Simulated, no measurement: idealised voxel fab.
This section sets out a process module, namely voxel capacitor over wiring.
Cross-sectional view cut (width: 295 nm; square cell size: 5 nm).
Reading order for cross-sections: top band down to bottom band. Underlying form: a grid of square cells. Band size: one or more rows of cells.
For a band, the entry starts with two heights in nm, that of the top and then that of the bottom, and carries on with the band's materials in order from left to right, each alongside its width in nm; the word "edge to edge" beside a single material means it fills the band edge to edge, and "empty" means empty space.
Basically, 0 is our baseline, since under it the wafer straight out of the box is all one material. The bottom band has no lower end and keeps on going down, so it looks like "z 0 and below".
The expression "30 to 40" gives the width at the extremes of the band, the first number at its top row of cells and the second at its bottom row, with the width changing by equal amounts from each row to the next in between.
For the purposes of this document, the phrase "everything unchanged" attached to a step denotes that no cell within the cross-section was modified by that step.
Any empty space of 8 cells or more lacking an open way to the top shows up in "Unvented internal voids" as width x height at distance, distance from the left edge, in nm.
The remark found on a step's line after its settings is issued by the simulator itself and pertains to that step.
Regarding "overlay nm": on a step with a mask, it is the distance the mask lay to the right of its planned place; a negative value places it to the left.

Planned process steps
- 1: RECEIVE | material Si
- 2: CONFORMAL_DEP | material SiO2 | thk nm 15
- 3: CONFORMAL_DEP | material SiCN | thk nm 5
- 4: DIRECTIONAL_DEP | material lowk | thk nm 15
- 5: DIRECTIONAL_DEP | material aC | thk nm 10
- 6: PATTERN | tone open | mask id METAL_1 | material resist | width nm 20 | pitch nm 85 | thk nm 30 | overlay nm 0
- 7: DIRECTIONAL_ETCH | etch materials aC | depth nm 10
- 8: STRIP | etch materials resist
- 9: DIRECTIONAL_ETCH | etch materials lowk | depth nm 15
- 10: DIRECTIONAL_ETCH | etch materials SiCN | depth nm 5
- 11: STRIP | etch materials aC
- 12: CONFORMAL_DEP | material TiN | thk nm 5
- 13: FILL_DEP | material Cu | thk nm 10
- 14: CMP | height nm 35
- 15: CONFORMAL_DEP | material SiCN | thk nm 5
- 16: DIRECTIONAL_DEP | material SiO2 | thk nm 20
- 17: PATTERN | tone open | mask id PLUG_1 | material resist | width nm 15 | thk nm 20 | overlay nm 0
- 18: DIRECTIONAL_ETCH | etch materials SiO2 | depth nm 20
- 19: DIRECTIONAL_ETCH | etch materials SiCN | depth nm 5
- 20: STRIP | etch materials resist
- 21: EPI | material Ru | thk nm 10
- 22: EPI | material Ru | thk nm 10
- 23: EPI | material Ru | thk nm 5
- 24: DIRECTIONAL_DEP | material TiN | thk nm 5
- 25: DIRECTIONAL_DEP | material HfO2 | thk nm 5
- 26: DIRECTIONAL_DEP | material TiN | thk nm 5
- 27: DIRECTIONAL_DEP | material aC | thk nm 15
- 28: PATTERN | tone cover | mask id UPPER_PLATE | material resist | width nm 70 | thk nm 35 | overlay nm 0
- 29: DIRECTIONAL_ETCH | etch materials aC | depth nm 15
- 30: STRIP | etch materials resist
- 31: DIRECTIONAL_ETCH | etch materials TiN | depth nm 5
- 32: DIRECTIONAL_ETCH | etch materials HfO2 | depth nm 5
- 33: STRIP | etch materials aC
- 34: DIRECTIONAL_DEP | material aC | thk nm 15
- 35: PATTERN | tone cover | mask id LOWER_PLATE | material resist | width nm 80 | thk nm 35 | overlay nm 0
- 36: DIRECTIONAL_ETCH | etch materials aC | depth nm 15
- 37: STRIP | etch materials resist
- 38: DIRECTIONAL_ETCH | etch materials TiN | depth nm 5
- 39: STRIP | etch materials aC
- 40: FILL_DEP | material SiO2 | thk nm 20
- 41: CMP | height nm 90
- 42: DIRECTIONAL_DEP | material aC | thk nm 15
- 43: PATTERN | tone open | mask id PLUG_2 | material resist | width nm 15 | thk nm 35 | overlay nm 0
- 44: DIRECTIONAL_ETCH | etch materials aC | depth nm 15
- 45: STRIP | etch materials resist
- 46: DIRECTIONAL_ETCH | etch materials SiO2 | depth nm 15
- 47: STRIP | etch materials aC
- 48: CONFORMAL_DEP | material TiN | thk nm 5
- 49: FILL_DEP | material Cu | thk nm 10
- 50: CMP | height nm 90
- 51: CONFORMAL_DEP | material SiCN | thk nm 5

So this is the incoming wafer in cross-section - it's already been through step 1
    z 0 and below = Si edge to edge
    Unvented internal voids: none

Cross-sectional view of the first of the two wafers upon completion of the module, processed in accordance with the plan
    z 95 to 90 = SiCN edge to edge
    z 90 to 80 = SiO2 110, then TiN 5, then Cu 5, then TiN 5, then SiO2 170
    z 80 to 70 = SiO2 110 to 100, then TiN 15 to 70, then SiO2 170 to 125
    z 70 to 65 = SiO2 100, then HfO2 70, then SiO2 125
    z 65 to 60 = SiO2 95, then TiN 80, then SiO2 120
    z 60 to 40 = SiO2 100, then Ru 15, then SiO2 180
    z 40 to 35 = SiCN 100, then Ru 15, then SiCN 180
    z 35 to 20 = lowk 95, then TiN 5, then Cu 10, then TiN 5, then lowk 65, then TiN 5, then Cu 10, then TiN 5, then lowk 95
    z 20 to 15 = SiCN 95, then TiN 20, then SiCN 65, then TiN 20, then SiCN 95
    z 15 to 0 = SiO2 edge to edge
    z 0 and below = Si edge to edge
    Unvented internal voids: none

Cross-sectional view of the second of two wafers upon completion of the module. This wafer shared its starting condition and process plan with the first; one error was made during its execution
    z 95 to 90 = SiCN edge to edge
    z 90 to 80 = SiO2 110, then TiN 5, then Cu 5, then TiN 5, then SiO2 170
    z 80 to 70 = SiO2 110 to 100, then TiN 15 to 70, then SiO2 170 to 125
    z 70 to 65 = SiO2 100, then HfO2 70, then SiO2 125
    z 65 to 60 = SiO2 95, then TiN 80, then SiO2 120
    z 60 to 40 = SiO2 100, then Ru 15, then SiO2 180
    z 40 to 35 = SiCN 100, then Ru 15, then SiCN 180
    z 35 to 25 = lowk 95, then TiN 5, then Cu 10, then TiN 5, then lowk 65, then TiN 5, then Cu 10, then TiN 5, then lowk 95
    z 25 to 20 = lowk 95, then TiN 20, then lowk 65, then TiN 20, then lowk 95
    z 20 to 15 = TiN edge to edge
    z 15 to 0 = SiO2 edge to edge
    z 0 and below = Si edge to edge
    Unvented internal voids: none
Heads up, the wafer didn't run the way we planned it: rather than as planned, step 3 actually ran as CONFORMAL_DEP | material TiN | thk nm 5
Materials where the second wafer ends with more or fewer cells than the first: 4 fewer of Cu; 51 fewer of SiCN; 55 more of TiN
